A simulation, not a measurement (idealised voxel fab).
You're looking at the process module voxel gate over fins.
Xsec cut, 200 nm wide, square cell size 5 nm.
A cross-section in this document is a grid of square cells, and it is written down as bands, the top band listed before the ones below it; a band is made up of one or more rows of cells. Band: top and bottom heights (nm) first, top before bottom; then materials from left to right, widths in nm. "edge to edge" marks a sole material filling the band edge to edge. "air" denotes empty space. Note: height 0 marks the level under which the wafer is uniformly one material as received. Lowest band unbounded below, written "0 nm and below". So if you see something like "30..40" for the width, read it as the top row of the band sitting at the first number and the bottom row at the second, with every row in between moving by the same amount as the last. What does "no modification" mean for a step? It means no cell of the cross-section changed in that step. This entry, "Closed empty spaces", enumerates those empty regions of no fewer than 8 cells that possess no open connection to the top. Each region is reported in the form width x height at distance, the distance being taken from the left edge, with all three quantities expressed in nm. after a step's settings: what the simulator itself notes on the step. "overlay nm", when on a step's line for a step with a mask, measures how far to the right of its planned place the mask lay; a negative measure means to the left.
The process steps that were planned are listed below
1,RECEIVE,material Si
2,CONFORMAL_DEP,material SiN,thk nm 10
3,PATTERN,tone cover,mask id FINS,material resist,width nm 15,pitch nm 35,thk nm 15,overlay nm 0
4,DIRECTIONAL_ETCH,etch materials SiN,depth nm 10
5,DIRECTIONAL_ETCH,etch materials Si,depth nm 40
6,STRIP,etch materials resist
7,OXIDIZE,depth nm 5
8,FILL_DEP,material SiO2,thk nm 5
9,CMP,height nm 10
10,SELECTIVE_ETCH,etch materials SiO2,depth nm 20
11,STRIP,etch materials SiN
12,CONFORMAL_DEP,material HfO2,thk nm 5
13,CONFORMAL_DEP,material TiN,thk nm 5
14,FILL_DEP,material W,thk nm 15
15,CMP,height nm 20
16,CONFORMAL_DEP,material SiCN,thk nm 10
First of two wafers: run as planned
Cross-section, incoming material, after step 1
> 0 nm and below = Si edge to edge
> Closed empty spaces: none
Wafer section view after processing step 2
> 10 nm to 0 nm = SiN edge to edge
> Rest of section, below 0: as before.
Wafer section view after processing step 3
> 25 nm to 10 nm = 75 of air; 15 of resist; 20 of air; 15 of resist; 75 of air
> Rest of section, below 10: as before.
Wafer section view after processing step 4
> 25 nm to 10 nm = 75 of air; 15 of resist; 20 of air; 15 of resist; 75 of air
> 10 nm to 0 nm = 75 of air; 15 of SiN; 20 of air; 15 of SiN; 75 of air
> Rest of section, below 0: as before.
Wafer section view after processing step 5
> 25 nm to 10 nm = 75 of air; 15 of resist; 20 of air; 15 of resist; 75 of air
> 10 nm to 0 nm = 75 of air; 15 of SiN; 20 of air; 15 of SiN; 75 of air
> 0 nm to -40 nm = 75 of air; 15 of Si; 20 of air; 15 of Si; 75 of air
> Rest of section, below -40: as before.
Wafer section view after processing step 6
> 10 nm to 0 nm = 75 of air; 15 of SiN; 20 of air; 15 of SiN; 75 of air
> Rest of section, below 0: as before.
Wafer section view after processing step 7
> 10 nm to 0 nm = 75 of air; 15 of SiN; 20 of air; 15 of SiN; 75 of air
> 0 nm to -40 nm = 75 of air; 5 of SiO2; 5 of Si; 5 of SiO2; 20 of air; 5 of SiO2; 5 of Si; 5 of SiO2; 75 of air
> -40 nm to -45 nm = 80 of SiO2; 5 of Si; 30 of SiO2; 5 of Si; 80 of SiO2
> Rest of section, below -45: as before.
Wafer section view after processing step 8
> 15 nm to 10 nm = SiO2 edge to edge
> 10 nm to 0 nm = 75 of SiO2; 15 of SiN; 20 of SiO2; 15 of SiN; 75 of SiO2
> 0 nm to -45 nm = 80 of SiO2; 5 of Si; 30 of SiO2; 5 of Si; 80 of SiO2
> Rest of section, below -45: as before.
Wafer section view after processing step 9
> 10 nm to 0 nm = 75 of SiO2; 15 of SiN; 20 of SiO2; 15 of SiN; 75 of SiO2
> Rest of section, below 0: as before.
Wafer section view after processing step 10
> 10 nm to 0 nm = 75 of air; 15 of SiN; 20 of air; 15 of SiN; 75 of air
> 0 nm to -10 nm = 80 of air; 5 of Si; 30 of air; 5 of Si; 80 of air
> Rest of section, below -10: as before.
Wafer section view after processing step 11
> 0 nm to -10 nm = 80 of air; 5 of Si; 30 of air; 5 of Si; 80 of air
> Rest of section, below -10: as before.
Wafer section view after processing step 12
> 5 nm to 0 nm = 75 of air; 15 of HfO2; 20 of air; 15 of HfO2; 75 of air
> 0 nm to -5 nm = 75 of air; 5 of HfO2; 5 of Si; 5 of HfO2; 20 of air; 5 of HfO2; 5 of Si; 5 of HfO2; 75 of air
> -5 nm to -10 nm = 80 of HfO2; 5 of Si; 30 of HfO2; 5 of Si; 80 of HfO2
> Rest of section, below -10: as before.
Wafer section view after processing step 13
> 10 nm to 5 nm = 70 of air; 25 of TiN; 10 of air; 25 of TiN; 70 of air
> 5 nm to 0 nm = 70 of air; 5 of TiN; 15 of HfO2; 5 of TiN; 10 of air; 5 of TiN; 15 of HfO2; 5 of TiN; 70 of air
> 0 nm to -5 nm = 75 of TiN; 5 of HfO2; 5 of Si; 5 of HfO2; 20 of TiN; 5 of HfO2; 5 of Si; 5 of HfO2; 75 of TiN
> Rest of section, below -5: as before.
Wafer section view after processing step 14
> 25 nm to 10 nm = W edge to edge
> 10 nm to 5 nm = 70 of W; 25 of TiN; 10 of W; 25 of TiN; 70 of W
> 5 nm to 0 nm = 70 of W; 5 of TiN; 15 of HfO2; 5 of TiN; 10 of W; 5 of TiN; 15 of HfO2; 5 of TiN; 70 of W
> Rest of section, below 0: as before.
Wafer section view after processing step 15
> 20 nm to 10 nm = W edge to edge
> Rest of section, below 10: as before.
Wafer section view after processing step 16
> 30 nm to 20 nm = SiCN edge to edge
> Rest of section, below 20: as before.
The second wafer was prepared from the same starting point and under the same plan as the first; its processing contained one mistake, and it remains indistinguishable from the first wafer up to and including step 11
Second wafer, cut view, end of step 12 per plan: no modification
Second wafer, cut view, end of step 13 per plan
> 5 nm to 0 nm = 75 of air; 15 of TiN; 20 of air; 15 of TiN; 75 of air
> 0 nm to -5 nm = 75 of air; 5 of TiN; 5 of Si; 5 of TiN; 20 of air; 5 of TiN; 5 of Si; 5 of TiN; 75 of air
> -5 nm to -10 nm = 80 of TiN; 5 of Si; 30 of TiN; 5 of Si; 80 of TiN
> Rest of section, below -10: as before.
Second wafer, cut view, end of step 14 per plan
> 20 nm to 5 nm = W edge to edge
> 5 nm to 0 nm = 75 of W; 15 of TiN; 20 of W; 15 of TiN; 75 of W
> 0 nm to -5 nm = 75 of W; 5 of TiN; 5 of Si; 5 of TiN; 20 of W; 5 of TiN; 5 of Si; 5 of TiN; 75 of W
> Rest of section, below -5: as before.
Second wafer, cut view, end of step 15 per plan: no modification
Second wafer, cut view, end of step 16 per plan
> 30 nm to 20 nm = SiCN edge to edge
> Rest of section, below 20: as before.
In executing the process, a mistake was made relative to the plan: it should be noted that step 12 of the plan was omitted and was not performed
It is noted that, at the conclusion of processing, the second wafer exhibits a higher or lower cell count for certain materials relative to the first: HfO2 -48 | W +48
